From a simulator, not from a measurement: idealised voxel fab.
This is a process module. Its name is voxel wiring stack.
In the cross-section labelled cut, the width is 155 nm and each square cell is 5 nm.
A cross-section is written here as square cells arranged in a grid, and it is given in bands from the top down, each band taking up one or more rows of cells.
Top, bottom (nm), then materials left to right with widths (nm); lone material tagged "throughout" fills the whole band edge to edge; "air" = empty space.
Heights are reckoned from 0. Under this level, the received wafer is all of one material. The bottommost band is open-ended downward, for example "0..down".
The notation "30 to 40" denotes a width that varies across the rows of cells in the band, beginning at the first number in the top row, finishing at the second number in the bottom row, and changing by an identical amount from each row to the next.
Where the words "no change occurred" appear for a step, the cross-section shows no cell changed by that step; every cell remained as before.
Sealed void inventory: empty space of 8 cells or more with no open way to the top, each as width x height at its distance from the left edge, in nm
Anything after a step's settings on that line? It's the simulator's own note about the step.
You can add "overlay nm" to a step's line. For a step with a mask, it describes how far the mask lay to the right of its planned position, and a negative number describes a lay to the left.
Before/after cross-section pairs, one process step each; after shown to lowest changed band; step and settings beneath. Pairs may be from different runs of this module on the same starting wafer; a pair continues from the one above only where its "Prior to step" entry says so.
PRIOR TO STEP
120..110 = 20 aC, 15 air, 75 aC, 15 air, 30 aC
110..90 = SiO2 throughout
90..85 = SiCN throughout
85..60 = 20 SiO2, 5 TiN, 10 W, 5 TiN, 25 SiO2, 5 TiN, 10 W, 5 TiN, 25 SiO2, 5 TiN, 10 W, 5 TiN, 25 SiO2
60..55 = 20 SiN, 20 TiN, 25 SiN, 20 TiN, 25 SiN, 20 TiN, 25 SiN
55..40 = 20 lowk, 5 TiN, 5 W, 5 TiN, 75 lowk, 5 TiN, 5 W, 5 TiN, 30 lowk
40..35 = 20 SiCN, 15 TiN, 75 SiCN, 15 TiN, 30 SiCN
35..20 = 15 lowk, 5 SiN, 20 W, 5 SiN, 15 lowk, 5 SiN, 20 W, 5 SiN, 15 lowk, 5 SiN, 20 W, 5 SiN, 20 lowk
20..15 = 20 SiN, 20 TiN, 25 SiN, 20 TiN, 25 SiN, 20 TiN, 25 SiN
15..0 = TiN throughout
0..down = Si throughout
Sealed void inventory: none
POST-STEP APPEARANCE
120..110 = 20 aC, 15 air, 75 aC, 15 air, 30 aC
110..90 = 20 SiO2, 15 air, 75 SiO2, 15 air, 30 SiO2
Below a height of 90, the structure has not been altered.
Sealed void inventory: none
Q: step between the cross-sections above? A: DIRECTIONAL_ETCH (etch materials SiO2; depth nm 20)
Prior to step: the state before this step is the cross-section shown after the step in the pair just above.
POST-STEP APPEARANCE
120..110 = 20 aC, 15 air, 75 aC, 15 air, 30 aC
110..90 = 20 SiO2, 15 air, 75 SiO2, 15 air, 30 SiO2
90..85 = 20 SiCN, 15 air, 75 SiCN, 15 air, 30 SiCN
Below a height of 85, the structure has not been altered.
Sealed void inventory: none
Q: step between the cross-sections above? A: DIRECTIONAL_ETCH (etch materials SiCN; depth nm 5)
Prior to step: the state before this step is the cross-section shown after the step in the pair just above.
POST-STEP APPEARANCE
110..90 = 20 SiO2, 15 air, 75 SiO2, 15 air, 30 SiO2
Below a height of 90, the structure has not been altered.
Sealed void inventory: none
Q: step between the cross-sections above? A: STRIP (etch materials aC)
Prior to step: the state before this step is the cross-section shown after the step in the pair just above.
POST-STEP APPEARANCE
110..95 = 20 SiO2, 15 air, 75 SiO2, 15 air, 30 SiO2
95..90 = 20 SiO2, 15 Ru, 75 SiO2, 15 Ru, 30 SiO2
90..85 = 20 SiCN, 15 Ru, 75 SiCN, 15 Ru, 30 SiCN
Below a height of 85, the structure has not been altered.
Sealed void inventory: none
Q: step between the cross-sections above? A: EPI (material Ru; thk nm 10)
Prior to step: the state before this step is the cross-section shown after the step in the pair just above.
POST-STEP APPEARANCE
110..105 = 20 SiO2, 15 air, 75 SiO2, 15 air, 30 SiO2
105..90 = 20 SiO2, 15 Ru, 75 SiO2, 15 Ru, 30 SiO2
Below a height of 90, the structure has not been altered.
Sealed void inventory: none
Q: step between the cross-sections above? A: EPI (material Ru; thk nm 10)
Prior to step: the state before this step is the cross-section shown after the step in the pair just above.
POST-STEP APPEARANCE
110..90 = 20 SiO2, 15 Ru, 75 SiO2, 15 Ru, 30 SiO2
Below a height of 90, the structure has not been altered.
Sealed void inventory: none
Q: step between the cross-sections above? A: EPI (material Ru; thk nm 5)
Prior to step: the state before this step is the cross-section shown after the step in the pair just above.
POST-STEP APPEARANCE
115..110 = SiN throughout
Below a height of 110, the structure has not been altered.
Sealed void inventory: none
Q: step between the cross-sections above? A: CONFORMAL_DEP (material SiN; thk nm 5)
Prior to step: the state before this step is the cross-section shown after the step in the pair just above.
POST-STEP APPEARANCE
140..115 = lowk throughout
Below a height of 115, the structure has not been altered.
Sealed void inventory: none
Q: step between the cross-sections above? A: DIRECTIONAL_DEP (material lowk; thk nm 25)
Prior to step: the state before this step is the cross-section shown after the step in the pair just above.
POST-STEP APPEARANCE
140..115 = 20 lowk, 20 air, 25 lowk, 20 air, 25 lowk, 20 air, 25 lowk
Below a height of 115, the structure has not been altered.
Sealed void inventory: none
Q: step between the cross-sections above? A: MASKED_ETCH (tone open; mask id METAL_3; width nm 20; pitch nm 45; etch materials lowk; depth nm 25; overlay nm 0)
Prior to step: the state before this step is the cross-section shown after the step in the pair just above.
POST-STEP APPEARANCE
140..115 = 20 lowk, 20 air, 25 lowk, 20 air, 25 lowk, 20 air, 25 lowk
115..110 = 20 SiN, 20 air, 25 SiN, 20 air, 25 SiN, 20 air, 25 SiN
Below a height of 110, the structure has not been altered.
Sealed void inventory: none
Q: step between the cross-sections above? A: MASKED_ETCH (tone open; mask id METAL_3; width nm 20; pitch nm 45; etch materials SiN; depth nm 5; overlay nm 0)
Prior to step: the state before this step is the cross-section shown after the step in the pair just above.
POST-STEP APPEARANCE
145..140 = 25 TiN, 10 air, 35 TiN, 10 air, 35 TiN, 10 air, 30 TiN
140..115 = 20 lowk, 5 TiN, 10 air, 5 TiN, 25 lowk, 5 TiN, 10 air, 5 TiN, 25 lowk, 5 TiN, 10 air, 5 TiN, 25 lowk
115..110 = 20 SiN, 20 TiN, 25 SiN, 20 TiN, 25 SiN, 20 TiN, 25 SiN
Below a height of 110, the structure has not been altered.
Sealed void inventory: none
Q: step between the cross-sections above? A: CONFORMAL_DEP (material TiN; thk nm 5)
Prior to step: the state before this step is the cross-section shown after the step in the pair just above.
POST-STEP APPEARANCE
155..145 = Cu throughout
145..140 = 25 TiN, 10 Cu, 35 TiN, 10 Cu, 35 TiN, 10 Cu, 30 TiN
140..115 = 20 lowk, 5 TiN, 10 Cu, 5 TiN, 25 lowk, 5 TiN, 10 Cu, 5 TiN, 25 lowk, 5 TiN, 10 Cu, 5 TiN, 25 lowk
Below a height of 115, the structure has not been altered.
Sealed void inventory: none
Q: step between the cross-sections above? A: FILL_DEP (material Cu; thk nm 10)
Prior to step: the state before this step is the cross-section shown after the step in the pair just above.
POST-STEP APPEARANCE
140..115 = 20 lowk, 5 TiN, 10 Cu, 5 TiN, 25 lowk, 5 TiN, 10 Cu, 5 TiN, 25 lowk, 5 TiN, 10 Cu, 5 TiN, 25 lowk
Below a height of 115, the structure has not been altered.
Sealed void inventory: none
Q: step between the cross-sections above? A: CMP (height nm 140)
Prior to step: the state before this step is the cross-section shown after the step in the pair just above.
POST-STEP APPEARANCE
145..140 = SiCN throughout
Below a height of 140, the structure has not been altered.
Sealed void inventory: none
Q: step between the cross-sections above? A: CONFORMAL_DEP (material SiCN; thk nm 5)
Prior to step: the state before this step is the cross-section shown after the step in the pair just above.
POST-STEP APPEARANCE
155..145 = lowk throughout
Below a height of 145, the structure has not been altered.
Sealed void inventory: none
Q: step between the cross-sections above? A: DIRECTIONAL_DEP (material lowk; thk nm 10)
Prior to step: the state before this step is the cross-section shown after the step in the pair just above.
POST-STEP APPEARANCE
165..155 = aC throughout
Below a height of 155, the structure has not been altered.
Sealed void inventory: none
Q: step between the cross-sections above? A: DIRECTIONAL_DEP (material aC; thk nm 10)
Prior to step: the state before this step is the cross-section shown after the step in the pair just above.
POST-STEP APPEARANCE
190..165 = 20 resist, 15 air, 30 resist, 15 air, 30 resist, 15 air, 30 resist
Below a height of 165, the structure has not been altered.
Sealed void inventory: none
Q: step between the cross-sections above? A: PATTERN (tone open; mask id PLUG_3; material resist; width nm 15; pitch nm 45; thk nm 25; overlay nm 0)
Prior to step: the state before this step is the cross-section shown after the step in the pair just above.
POST-STEP APPEARANCE
180..165 = 20 resist, 15 air, 30 resist, 15 air, 30 resist, 15 air, 30 resist
165..155 = 20 aC, 15 air, 30 aC, 15 air, 30 aC, 15 air, 30 aC
Below a height of 155, the structure has not been altered.
Sealed void inventory: none
Q: step between the cross-sections above? A: DIRECTIONAL_ETCH (etch materials aC; depth nm 10)
Prior to step: the state before this step is the cross-section shown after the step in the pair just above.
POST-STEP APPEARANCE
165..155 = 20 aC, 15 air, 30 aC, 15 air, 30 aC, 15 air, 30 aC
Below a height of 155, the structure has not been altered.
Sealed void inventory: none
Q: step between the cross-sections above? A: STRIP (etch materials resist)
Prior to step: the state before this step is the cross-section shown after the step in the pair just above.
POST-STEP APPEARANCE
165..155 = 20 aC, 15 air, 30 aC, 15 air, 30 aC, 15 air, 30 aC
155..145 = 20 lowk, 15 air, 30 lowk, 15 air, 30 lowk, 15 air, 30 lowk
Below a height of 145, the structure has not been altered.
Sealed void inventory: none
Q: step between the cross-sections above? A: DIRECTIONAL_ETCH (etch materials lowk; depth nm 10)
Prior to step: the state before this step is the cross-section shown after the step in the pair just above.
POST-STEP APPEARANCE
165..155 = 20 aC, 15 air, 30 aC, 15 air, 30 aC, 15 air, 30 aC
155..145 = 20 lowk, 15 air, 30 lowk, 15 air, 30 lowk, 15 air, 30 lowk
145..140 = 20 SiCN, 15 air, 30 SiCN, 15 air, 30 SiCN, 15 air, 30 SiCN
Below a height of 140, the structure has not been altered.
Sealed void inventory: none
Q: step between the cross-sections above? A: DIRECTIONAL_ETCH (etch materials SiCN; depth nm 5)
Prior to step: the state before this step is the cross-section shown after the step in the pair just above.
POST-STEP APPEARANCE
155..145 = 20 lowk, 15 air, 30 lowk, 15 air, 30 lowk, 15 air, 30 lowk
Below a height of 145, the structure has not been altered.
Sealed void inventory: none
Q: step between the cross-sections above? A: STRIP (etch materials aC)
Prior to step: the state before this step is the cross-section shown after the step in the pair just above.
POST-STEP APPEARANCE
160..155 = 25 TiN, 5 air, 40 TiN, 5 air, 40 TiN, 5 air, 35 TiN
155..145 = 20 lowk, 5 TiN, 5 air, 5 TiN, 30 lowk, 5 TiN, 5 air, 5 TiN, 30 lowk, 5 TiN, 5 air, 5 TiN, 30 lowk
145..140 = 20 SiCN, 15 TiN, 30 SiCN, 15 TiN, 30 SiCN, 15 TiN, 30 SiCN
Below a height of 140, the structure has not been altered.
Sealed void inventory: none
Q: step between the cross-sections above? A: CONFORMAL_DEP (material TiN; thk nm 5)
Prior to step: the state before this step is the cross-section shown after the step in the pair just above.
POST-STEP APPEARANCE
165..160 = W throughout
160..155 = 25 TiN, 5 W, 40 TiN, 5 W, 40 TiN, 5 W, 35 TiN
155..145 = 20 lowk, 5 TiN, 5 W, 5 TiN, 30 lowk, 5 TiN, 5 W, 5 TiN, 30 lowk, 5 TiN, 5 W, 5 TiN, 30 lowk
Below a height of 145, the structure has not been altered.
Sealed void inventory: none
Q: step between the cross-sections above? A: FILL_DEP (material W; thk nm 5)
Prior to step: the state before this step is the cross-section shown after the step in the pair just above.
POST-STEP APPEARANCE
155..145 = 20 lowk, 5 TiN, 5 W, 5 TiN, 30 lowk, 5 TiN, 5 W, 5 TiN, 30 lowk, 5 TiN, 5 W, 5 TiN, 30 lowk
Below a height of 145, the structure has not been altered.
Sealed void inventory: none
Q: step between the cross-sections above? A: CMP (height nm 155)
Prior to step: the state before this step is the cross-section shown after the step in the pair just above.
POST-STEP APPEARANCE
160..155 = TiN throughout
Below a height of 155, the structure has not been altered.
Sealed void inventory: none
Q: step between the cross-sections above? A: DIRECTIONAL_DEP (material TiN; thk nm 5)
Prior to step: the state before this step is the cross-section shown after the step in the pair just above.
POST-STEP APPEARANCE
175..160 = W throughout
Below a height of 160, the structure has not been altered.
Sealed void inventory: none
Q: step between the cross-sections above? A: DIRECTIONAL_DEP (material W; thk nm 15)
Prior to step: the state before this step is the cross-section shown after the step in the pair just above.
POST-STEP APPEARANCE
195..175 = 20 air, 20 resist, 25 air, 20 resist, 25 air, 20 resist, 25 air
Below a height of 175, the structure has not been altered.
Sealed void inventory: none
Q: step between the cross-sections above? A: PATTERN (tone cover; mask id METAL_4; material resist; width nm 20; pitch nm 45; thk nm 20; overlay nm 0)
Prior to step: the state before this step is the cross-section shown after the step in the pair just above.
POST-STEP APPEARANCE
195..175 = 20 air, 20 resist, 25 air, 20 resist, 25 air, 20 resist, 25 air
175..160 = 20 air, 20 W, 25 air, 20 W, 25 air, 20 W, 25 air
Below a height of 160, the structure has not been altered.
Sealed void inventory: none
Q: step between the cross-sections above? A: DIRECTIONAL_ETCH (etch materials W; depth nm 15)
Prior to step: the state before this step is the cross-section shown after the step in the pair just above.
POST-STEP APPEARANCE
195..175 = 20 air, 20 resist, 25 air, 20 resist, 25 air, 20 resist, 25 air
175..160 = 20 air, 20 W, 25 air, 20 W, 25 air, 20 W, 25 air
160..155 = 20 air, 20 TiN, 25 air, 20 TiN, 25 air, 20 TiN, 25 air
Below a height of 155, the structure has not been altered.
Sealed void inventory: none
Q: step between the cross-sections above? A: DIRECTIONAL_ETCH (etch materials TiN; depth nm 5)
Prior to step: the state before this step is the cross-section shown after the step in the pair just above.
POST-STEP APPEARANCE
175..160 = 20 air, 20 W, 25 air, 20 W, 25 air, 20 W, 25 air
Below a height of 160, the structure has not been altered.
Sealed void inventory: none
Q: step between the cross-sections above? A: STRIP (etch materials resist)
Prior to step: the state before this step is the cross-section shown after the step in the pair just above.
POST-STEP APPEARANCE
180..175 = 15 air, 30 SiCN, 15 air, 30 SiCN, 15 air, 30 SiCN, 20 air
175..160 = 15 air, 5 SiCN, 20 W, 5 SiCN, 15 air, 5 SiCN, 20 W, 5 SiCN, 15 air, 5 SiCN, 20 W, 5 SiCN, 20 air
160..155 = 20 SiCN, 20 TiN, 25 SiCN, 20 TiN, 25 SiCN, 20 TiN, 25 SiCN
Below a height of 155, the structure has not been altered.
Sealed void inventory: none
Q: step between the cross-sections above? A: CONFORMAL_DEP (material SiCN; thk nm 5)
Prior to step: the state before this step is the cross-section shown after the step in the pair just above.
POST-STEP APPEARANCE
185..180 = lowk throughout
180..175 = 15 lowk, 30 SiCN, 15 lowk, 30 SiCN, 15 lowk, 30 SiCN, 20 lowk
175..160 = 15 lowk, 5 SiCN, 20 W, 5 SiCN, 15 lowk, 5 SiCN, 20 W, 5 SiCN, 15 lowk, 5 SiCN, 20 W, 5 SiCN, 20 lowk
Below a height of 160, the structure has not been altered.
Sealed void inventory: none
Q: step between the cross-sections above? A: FILL_DEP (material lowk; thk nm 5)
Prior to step: the state before this step is the cross-section shown after the step in the pair just above.
POST-STEP APPEARANCE
175..160 = 15 lowk, 5 SiCN, 20 W, 5 SiCN, 15 lowk, 5 SiCN, 20 W, 5 SiCN, 15 lowk, 5 SiCN, 20 W, 5 SiCN, 20 lowk
Below a height of 160, the structure has not been altered.
Sealed void inventory: none
Q: step between the cross-sections above? A: CMP (height nm 175)
Prior to step: the state before this step is the cross-section shown after the step in the pair just above.
POST-STEP APPEARANCE
180..175 = SiCN throughout
Below a height of 175, the structure has not been altered.
Sealed void inventory: none
Q: step between the cross-sections above? A: CONFORMAL_DEP (material SiCN; thk nm 5)
PRIOR TO STEP
100..85 = aC throughout
85..60 = SiO2 throughout
60..55 = SiN throughout
55..40 = 20 lowk, 5 TiN, 5 W, 5 TiN, 75 lowk, 5 TiN, 5 W, 5 TiN, 30 lowk
40..35 = 20 SiCN, 15 TiN, 75 SiCN, 15 TiN, 30 SiCN
35..20 = 15 lowk, 5 SiN, 20 W, 5 SiN, 15 lowk, 5 SiN, 20 W, 5 SiN, 15 lowk, 5 SiN, 20 W, 5 SiN, 20 lowk
20..15 = 20 SiN, 20 TiN, 25 SiN, 20 TiN, 25 SiN, 20 TiN, 25 SiN
15..0 = SiO2 throughout
0..down = Si throughout
Sealed void inventory: none
POST-STEP APPEARANCE
130..100 = 20 air, 20 resist, 25 air, 20 resist, 25 air, 20 resist, 25 air
Below a height of 100, the structure has not been altered.
Sealed void inventory: none
Q: step between the cross-sections above? A: PATTERN (tone cover; mask id METAL_2; material resist; width nm 20; pitch nm 45; thk nm 30; overlay nm 0)
Prior to step: the state before this step is the cross-section shown after the step in the pair just above.
POST-STEP APPEARANCE
115..100 = 20 air, 20 resist, 25 air, 20 resist, 25 air, 20 resist, 25 air
100..85 = 20 air, 20 aC, 25 air, 20 aC, 25 air, 20 aC, 25 air
Below a height of 85, the structure has not been altered.
Sealed void inventory: none
Q: step between the cross-sections above? A: DIRECTIONAL_ETCH (etch materials aC; depth nm 15)
Prior to step: the state before this step is the cross-section shown after the step in the pair just above.
POST-STEP APPEARANCE
100..85 = 20 air, 20 aC, 25 air, 20 aC, 25 air, 20 aC, 25 air
Below a height of 85, the structure has not been altered.
Sealed void inventory: none
Q: step between the cross-sections above? A: STRIP (etch materials resist)
Prior to step: the state before this step is the cross-section shown after the step in the pair just above.
POST-STEP APPEARANCE
100..85 = 20 air, 20 aC, 25 air, 20 aC, 25 air, 20 aC, 25 air
85..60 = 20 air, 20 SiO2, 25 air, 20 SiO2, 25 air, 20 SiO2, 25 air
Below a height of 60, the structure has not been altered.
Sealed void inventory: none
Q: step between the cross-sections above? A: DIRECTIONAL_ETCH (etch materials SiO2; depth nm 25)
Prior to step: the state before this step is the cross-section shown after the step in the pair just above.
POST-STEP APPEARANCE
100..85 = 20 air, 20 aC, 25 air, 20 aC, 25 air, 20 aC, 25 air
85..60 = 20 air, 20 SiO2, 25 air, 20 SiO2, 25 air, 20 SiO2, 25 air
60..55 = 20 air, 20 SiN, 25 air, 20 SiN, 25 air, 20 SiN, 25 air
Below a height of 55, the structure has not been altered.
Sealed void inventory: none
Q: step between the cross-sections above? A: DIRECTIONAL_ETCH (etch materials SiN; depth nm 5)
Prior to step: the state before this step is the cross-section shown after the step in the pair just above.
POST-STEP APPEARANCE
85..60 = 20 air, 20 SiO2, 25 air, 20 SiO2, 25 air, 20 SiO2, 25 air
Below a height of 60, the structure has not been altered.
Sealed void inventory: none
Q: step between the cross-sections above? A: STRIP (etch materials aC)
Prior to step: the state before this step is the cross-section shown after the step in the pair just above.
POST-STEP APPEARANCE
90..85 = 15 air, 30 TiN, 15 air, 30 TiN, 15 air, 30 TiN, 20 air
85..60 = 15 air, 5 TiN, 20 SiO2, 5 TiN, 15 air, 5 TiN, 20 SiO2, 5 TiN, 15 air, 5 TiN, 20 SiO2, 5 TiN, 20 air
60..55 = 20 TiN, 20 SiN, 25 TiN, 20 SiN, 25 TiN, 20 SiN, 25 TiN
Below a height of 55, the structure has not been altered.
Sealed void inventory: none
Q: step between the cross-sections above? A: CONFORMAL_DEP (material TiN; thk nm 5)
Prior to step: the state before this step is the cross-section shown after the step in the pair just above.
POST-STEP APPEARANCE
100..90 = W throughout
90..85 = 15 W, 30 TiN, 15 W, 30 TiN, 15 W, 30 TiN, 20 W
85..60 = 15 W, 5 TiN, 20 SiO2, 5 TiN, 15 W, 5 TiN, 20 SiO2, 5 TiN, 15 W, 5 TiN, 20 SiO2, 5 TiN, 20 W
Below a height of 60, the structure has not been altered.
Sealed void inventory: none
Q: step between the cross-sections above? A: FILL_DEP (material W; thk nm 10)
Prior to step: the state before this step is the cross-section shown after the step in the pair just above.
POST-STEP APPEARANCE
85..60 = 15 W, 5 TiN, 20 SiO2, 5 TiN, 15 W, 5 TiN, 20 SiO2, 5 TiN, 15 W, 5 TiN, 20 SiO2, 5 TiN, 20 W
Below a height of 60, the structure has not been altered.
Sealed void inventory: none
Q: step between the cross-sections above? A: CMP (height nm 85)
Prior to step: the state before this step is the cross-section shown after the step in the pair just above.
POST-STEP APPEARANCE
90..85 = SiCN throughout
Below a height of 85, the structure has not been altered.
Sealed void inventory: none
Q: step between the cross-sections above? A: CONFORMAL_DEP (material SiCN; thk nm 5)
Prior to step: the state before this step is the cross-section shown after the step in the pair just above.
POST-STEP APPEARANCE
110..90 = SiO2 throughout
Below a height of 90, the structure has not been altered.
Sealed void inventory: none
Q: step between the cross-sections above? A: DIRECTIONAL_DEP (material SiO2; thk nm 20)
Prior to step: the state before this step is the cross-section shown after the step in the pair just above.
POST-STEP APPEARANCE
120..110 = aC throughout
Below a height of 110, the structure has not been altered.
Sealed void inventory: none
Q: step between the cross-sections above? A: DIRECTIONAL_DEP (material aC; thk nm 10)
Prior to step: the state before this step is the cross-section shown after the step in the pair just above.
POST-STEP APPEARANCE
150..120 = 20 resist, 15 air, 75 resist, 15 air, 30 resist
Below a height of 120, the structure has not been altered.
Sealed void inventory: none
Q: step between the cross-sections above? A: PATTERN (tone open; mask id PLUG_2; material resist; width nm 15; pitch nm 90; thk nm 30; overlay nm 0)
Prior to step: the state before this step is the cross-section shown after the step in the pair just above.
POST-STEP APPEARANCE
140..120 = 20 resist, 15 air, 75 resist, 15 air, 30 resist
120..110 = 20 aC, 15 air, 75 aC, 15 air, 30 aC
Below a height of 110, the structure has not been altered.
Sealed void inventory: none
Q: step between the cross-sections above? A: DIRECTIONAL_ETCH (etch materials aC; depth nm 10)
Prior to step: the state before this step is the cross-section shown after the step in the pair just above.
POST-STEP APPEARANCE
120..110 = 20 aC, 15 air, 75 aC, 15 air, 30 aC
Below a height of 110, the structure has not been altered.
Sealed void inventory: none
Q: step between the cross-sections above? A: STRIP (etch materials resist)
Prior to step: the state before this step is the cross-section shown after the step in the pair just above.
POST-STEP APPEARANCE
120..110 = 20 aC, 15 air, 75 aC, 15 air, 30 aC
110..90 = 20 SiO2, 15 air, 75 SiO2, 15 air, 30 SiO2
Below a height of 90, the structure has not been altered.
Sealed void inventory: none
Q: step between the cross-sections above? A: DIRECTIONAL_ETCH (etch materials SiO2; depth nm 20)
Prior to step: the state before this step is the cross-section shown after the step in the pair just above.
POST-STEP APPEARANCE
120..110 = 20 aC, 15 air, 75 aC, 15 air, 30 aC
110..90 = 20 SiO2, 15 air, 75 SiO2, 15 air, 30 SiO2
90..85 = 20 SiCN, 15 air, 75 SiCN, 15 air, 30 SiCN
Below a height of 85, the structure has not been altered.
Sealed void inventory: none
Q: step between the cross-sections above? A: DIRECTIONAL_ETCH (etch materials SiCN; depth nm 5)
Prior to step: the state before this step is the cross-section shown after the step in the pair just above.
POST-STEP APPEARANCE
110..90 = 20 SiO2, 15 air, 75 SiO2, 15 air, 30 SiO2
Below a height of 90, the structure has not been altered.
Sealed void inventory: none
Q: step between the cross-sections above? A: STRIP (etch materials aC)
Prior to step: the state before this step is the cross-section shown after the step in the pair just above.
POST-STEP APPEARANCE
115..110 = 25 SiN, 5 air, 85 SiN, 5 air, 35 SiN
110..90 = 20 SiO2, 5 SiN, 5 air, 5 SiN, 75 SiO2, 5 SiN, 5 air, 5 SiN, 30 SiO2
90..85 = 20 SiCN, 15 SiN, 75 SiCN, 15 SiN, 30 SiCN
Below a height of 85, the structure has not been altered.
Sealed void inventory: none
Q: step between the cross-sections above? A: CONFORMAL_DEP (material SiN; thk nm 5)
Prior to step: the state before this step is the cross-section shown after the step in the pair just above.
POST-STEP APPEARANCE
140..115 = 25 lowk, 5 air, 85 lowk, 5 air, 35 lowk
115..110 = 25 SiN, 5 lowk, 85 SiN, 5 lowk, 35 SiN
110..90 = 20 SiO2, 5 SiN, 5 lowk, 5 SiN, 75 SiO2, 5 SiN, 5 lowk, 5 SiN, 30 SiO2
Below a height of 90, the structure has not been altered.
Sealed void inventory: none
Q: step between the cross-sections above? A: DIRECTIONAL_DEP (material lowk; thk nm 25)
Prior to step: the state before this step is the cross-section shown after the step in the pair just above.
POST-STEP APPEARANCE
140..115 = 20 lowk, 20 air, 25 lowk, 20 air, 25 lowk, 20 air, 25 lowk
115..110 = 25 SiN, 5 air, 85 SiN, 5 air, 35 SiN
110..90 = 20 SiO2, 5 SiN, 5 air, 5 SiN, 75 SiO2, 5 SiN, 5 air, 5 SiN, 30 SiO2
Below a height of 90, the structure has not been altered.
Sealed void inventory: none
Q: step between the cross-sections above? A: MASKED_ETCH (tone open; mask id METAL_3; width nm 20; pitch nm 45; etch materials lowk; depth nm 25; overlay nm 0)
Prior to step: the state before this step is the cross-section shown after the step in the pair just above.
POST-STEP APPEARANCE
140..115 = 20 lowk, 20 air, 25 lowk, 20 air, 25 lowk, 20 air, 25 lowk
115..110 = 20 SiN, 20 air, 25 SiN, 20 air, 25 SiN, 20 air, 25 SiN
110..90 = 20 SiO2, 5 SiN, 5 air, 5 SiN, 75 SiO2, 5 SiN, 5 air, 5 SiN, 30 SiO2
90..85 = 20 SiCN, 5 SiN, 5 air, 5 SiN, 75 SiCN, 5 SiN, 5 air, 5 SiN, 30 SiCN
Below a height of 85, the structure has not been altered.
Sealed void inventory: none
Q: step between the cross-sections above? A: MASKED_ETCH (tone open; mask id METAL_3; width nm 20; pitch nm 45; etch materials SiN; depth nm 5; overlay nm 0)
Prior to step: the state before this step is the cross-section shown after the step in the pair just above.
POST-STEP APPEARANCE
145..140 = 25 TiN, 10 air, 35 TiN, 10 air, 35 TiN, 10 air, 30 TiN
140..115 = 20 lowk, 5 TiN, 10 air, 5 TiN, 25 lowk, 5 TiN, 10 air, 5 TiN, 25 lowk, 5 TiN, 10 air, 5 TiN, 25 lowk
115..110 = 20 SiN, 20 TiN, 25 SiN, 20 TiN, 25 SiN, 20 TiN, 25 SiN
110..90 = 20 SiO2, 5 SiN, 5 TiN, 5 SiN, 75 SiO2, 5 SiN, 5 TiN, 5 SiN, 30 SiO2
90..85 = 20 SiCN, 5 SiN, 5 TiN, 5 SiN, 75 SiCN, 5 SiN, 5 TiN, 5 SiN, 30 SiCN
Below a height of 85, the structure has not been altered.
Sealed void inventory: none
Q: step between the cross-sections above? A: CONFORMAL_DEP (material TiN; thk nm 5)
Prior to step: the state before this step is the cross-section shown after the step in the pair just above.
POST-STEP APPEARANCE
155..145 = Cu throughout
145..140 = 25 TiN, 10 Cu, 35 TiN, 10 Cu, 35 TiN, 10 Cu, 30 TiN
140..115 = 20 lowk, 5 TiN, 10 Cu, 5 TiN, 25 lowk, 5 TiN, 10 Cu, 5 TiN, 25 lowk, 5 TiN, 10 Cu, 5 TiN, 25 lowk
Below a height of 115, the structure has not been altered.
Sealed void inventory: none
Q: step between the cross-sections above? A: FILL_DEP (material Cu; thk nm 10)
Prior to step: the state before this step is the cross-section shown after the step in the pair just above.
POST-STEP APPEARANCE
140..115 = 20 lowk, 5 TiN, 10 Cu, 5 TiN, 25 lowk, 5 TiN, 10 Cu, 5 TiN, 25 lowk, 5 TiN, 10 Cu, 5 TiN, 25 lowk
Below a height of 115, the structure has not been altered.
Sealed void inventory: none
Q: step between the cross-sections above? A: CMP (height nm 140)
Prior to step: the state before this step is the cross-section shown after the step in the pair just above.
POST-STEP APPEARANCE
145..140 = SiCN throughout
Below a height of 140, the structure has not been altered.
Sealed void inventory: none
Q: step between the cross-sections above? A: CONFORMAL_DEP (material SiCN; thk nm 5)
Prior to step: the state before this step is the cross-section shown after the step in the pair just above.
POST-STEP APPEARANCE
155..145 = lowk throughout
Below a height of 145, the structure has not been altered.
Sealed void inventory: none
Q: step between the cross-sections above? A: DIRECTIONAL_DEP (material lowk; thk nm 10)
Prior to step: the state before this step is the cross-section shown after the step in the pair just above.
POST-STEP APPEARANCE
165..155 = aC throughout
Below a height of 155, the structure has not been altered.
Sealed void inventory: none
Q: step between the cross-sections above? A: DIRECTIONAL_DEP (material aC; thk nm 10)
Prior to step: the state before this step is the cross-section shown after the step in the pair just above.
POST-STEP APPEARANCE
190..165 = 20 resist, 15 air, 30 resist, 15 air, 30 resist, 15 air, 30 resist
Below a height of 165, the structure has not been altered.
Sealed void inventory: none
Q: step between the cross-sections above? A: PATTERN (tone open; mask id PLUG_3; material resist; width nm 15; pitch nm 45; thk nm 25; overlay nm 0)
Prior to step: the state before this step is the cross-section shown after the step in the pair just above.
POST-STEP APPEARANCE
180..165 = 20 resist, 15 air, 30 resist, 15 air, 30 resist, 15 air, 30 resist
165..155 = 20 aC, 15 air, 30 aC, 15 air, 30 aC, 15 air, 30 aC
Below a height of 155, the structure has not been altered.
Sealed void inventory: none
Q: step between the cross-sections above? A: DIRECTIONAL_ETCH (etch materials aC; depth nm 10)
Prior to step: the state before this step is the cross-section shown after the step in the pair just above.
POST-STEP APPEARANCE
165..155 = 20 aC, 15 air, 30 aC, 15 air, 30 aC, 15 air, 30 aC
Below a height of 155, the structure has not been altered.
Sealed void inventory: none
Q: step between the cross-sections above? A: STRIP (etch materials resist)
Prior to step: the state before this step is the cross-section shown after the step in the pair just above.
POST-STEP APPEARANCE
165..155 = 20 aC, 15 air, 30 aC, 15 air, 30 aC, 15 air, 30 aC
155..145 = 20 lowk, 15 air, 30 lowk, 15 air, 30 lowk, 15 air, 30 lowk
Below a height of 145, the structure has not been altered.
Sealed void inventory: none
Q: step between the cross-sections above? A: DIRECTIONAL_ETCH (etch materials lowk; depth nm 10)
Prior to step: the state before this step is the cross-section shown after the step in the pair just above.
POST-STEP APPEARANCE
165..155 = 20 aC, 15 air, 30 aC, 15 air, 30 aC, 15 air, 30 aC
155..145 = 20 lowk, 15 air, 30 lowk, 15 air, 30 lowk, 15 air, 30 lowk
145..140 = 20 SiCN, 15 air, 30 SiCN, 15 air, 30 SiCN, 15 air, 30 SiCN
Below a height of 140, the structure has not been altered.
Sealed void inventory: none
Q: step between the cross-sections above? A: DIRECTIONAL_ETCH (etch materials SiCN; depth nm 5)
Prior to step: the state before this step is the cross-section shown after the step in the pair just above.
POST-STEP APPEARANCE
155..145 = 20 lowk, 15 air, 30 lowk, 15 air, 30 lowk, 15 air, 30 lowk
Below a height of 145, the structure has not been altered.
Sealed void inventory: none
Q: step between the cross-sections above? A: STRIP (etch materials aC)
